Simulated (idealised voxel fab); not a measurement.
Title: Process Module voxel self aligned vias
cross-section cut | 165 nm wide | cells 5 nm
A cross-section is a grid of square cells, given in bands from the top down. A band is one or more rows of cells. First you get the band's top height and its bottom height, in nm, and then the materials it's made of, left to right, with each width in nm. If you see a single material with "everywhere", that one covers the band edge to edge. "empty" is empty space. A quick word on heights: they are counted from 0, and under that level the wafer as it came to us is one material throughout. The lowest band is different from the rest in having no bottom; it simply continues downward, written as in "top 0, no bottom". The width entry "30 to 40" should be interpreted row by row: the top row of cells in the band takes the first number, the bottom row takes the second number, and the change between adjacent rows is uniform throughout. Basically "stayed the same" means that step didn't change any cell in the cross-section. Voids not open to the top, 8 cells minimum: see "Entrapped voids". Written width x height at distance; distance is from the left edge; nm. Note: text after step settings on the step line = simulator remark on that step. When a step includes a mask, the "overlay nm" setting on its line states how far to the right of its planned place that mask lay, and negative values state how far to the left.

[Process steps foreseen in the plan]
| 1 | RECEIVE (material Si) |
| 2 | CONFORMAL_DEP (material SiO2; thk nm 15) |
| 3 | CONFORMAL_DEP (material SiCN; thk nm 5) |
| 4 | DIRECTIONAL_DEP (material SiO2; thk nm 20) |
| 5 | MASKED_ETCH (tone open; mask id LINES; width nm 20; pitch nm 55; etch materials SiO2; depth nm 20; overlay nm 0) |
| 6 | CONFORMAL_DEP (material TiN; thk nm 5) |
| 7 | FILL_DEP (material Ru; thk nm 5) |
| 8 | CMP (height nm 40) |
| 9 | SELECTIVE_ETCH (etch materials W Ru TiN; depth nm 5) |
| 10 | FILL_DEP (material SiN; thk nm 10) |
| 11 | CMP (height nm 40) |
| 12 | DIRECTIONAL_DEP (material SiO2; thk nm 20) |
| 13 | DIRECTIONAL_DEP (material aC; thk nm 10) |
| 14 | PATTERN (tone open; mask id VIAS; material resist; width nm 30; thk nm 30; overlay nm 0) |
| 15 | DIRECTIONAL_ETCH (etch materials aC; depth nm 10) |
| 16 | STRIP (etch materials resist) |
| 17 | DIRECTIONAL_ETCH (etch materials SiO2; depth nm 20) |
| 18 | DIRECTIONAL_ETCH (etch materials SiN; depth nm 5) |
| 19 | STRIP (etch materials aC) |
| 20 | CONFORMAL_DEP (material TiN; thk nm 5) |
| 21 | FILL_DEP (material Cu; thk nm 5) |
| 22 | CMP (height nm 60) |
| 23 | CONFORMAL_DEP (material SiCN; thk nm 5) |

[Here's what the wafer looked like in cross-section when it arrived - that's after step 1]
	top 0, no bottom | Si everywhere
	Entrapped voids: none

[The cross-section shown corresponds to the wafer at the conclusion of the module. The initial structure and the process plan are those presented above; however, one mistake occurred in executing the plan]
	top 65, bottom 60 | SiCN everywhere
	top 60, bottom 45 | SiO2 40 / SiCN 5 / Cu 20 / SiCN 5 / SiO2 95
	top 45, bottom 40 | SiO2 40 / SiCN 10 / Cu 10 / SiCN 10 / SiO2 95
	top 40, bottom 35 | SiO2 45 / SiCN 20 / SiO2 35 / SiN 20 / SiO2 45
	top 35, bottom 25 | SiO2 45 / TiN 5 / Ru 10 / TiN 5 / SiO2 35 / TiN 5 / Ru 10 / TiN 5 / SiO2 45
	top 25, bottom 20 | SiO2 45 / TiN 20 / SiO2 35 / TiN 20 / SiO2 45
	top 20, bottom 15 | SiCN everywhere
	top 15, bottom 0 | SiO2 everywhere
	top 0, no bottom | Si everywhere
	Entrapped voids: none
Finding, execution versus plan: in deviation from the planned setting, step 20 was conducted as CONFORMAL_DEP (material SiCN; thk nm 5)
